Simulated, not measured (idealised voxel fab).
process module | voxel plated lines
cross-section cut | 225 nm wide | cells 5 nm
A cross-section is a grid of square cells, given in bands from the top down. A band is one or more rows of cells.
Each band's line starts with the height of the band's top and of its bottom, in nm. Then come its materials from left to right, each with its width in nm. One material with "throughout" fills the band from edge to edge. "air" is empty space.
Height 0 is the level under which the wafer as received is all one material. The lowest band goes on downwards, as in "0 down".
A width such as "30 to 40" changes by the same amount from each row of cells to the next, from the band's top row to its bottom row.
"no change" after a step means that no cell of the cross-section changed.
closed voids: empty space of 8 cells or more with no open way to the top, each as width x height at its distance from the left edge, in nm
after a step's settings: what the simulator itself notes on the step
overlay nm, on a step with a mask: how far to the right of its planned place the mask lay; to the left if negative
plan
1 op RECEIVE | material Si
2 op CONFORMAL_DEP | material Al2O3 | thk nm 10
3 op DIRECTIONAL_DEP | material TiN | thk nm 5
4 op PATTERN | tone open | mask id LINES | material resist | width nm 15 | pitch nm 35 | thk nm 40 | overlay nm 0
5 op EPI | material Ru | thk nm 10
6 op EPI | material Ru | thk nm 5
7 op EPI | material Ru | thk nm 10
8 op STRIP | etch materials resist
9 op DIRECTIONAL_ETCH | etch materials TiN | depth nm 5
10 op CONFORMAL_DEP | material SiN | thk nm 5
varied across the wafers: thk nm of step 3. The plan shows the first wafer's value. All wafers start alike
first wafer as received, after step 1
  0 down: Si throughout
  closed voids: none
each wafer at the end: cells of each material gained (+) or lost (-) since it was received, then its closed voids
thk nm 5 | +90 Al2O3 | +30 Ru | +69 SiN | +6 TiN | closed voids: none
thk nm 10 | +90 Al2O3 | +30 Ru | +69 SiN | +51 TiN | closed voids: none
thk nm 15 | +90 Al2O3 | +30 Ru | +69 SiN | +96 TiN | closed voids: none
thk nm 20 | +90 Al2O3 | +30 Ru | +69 SiN | +141 TiN | closed voids: none
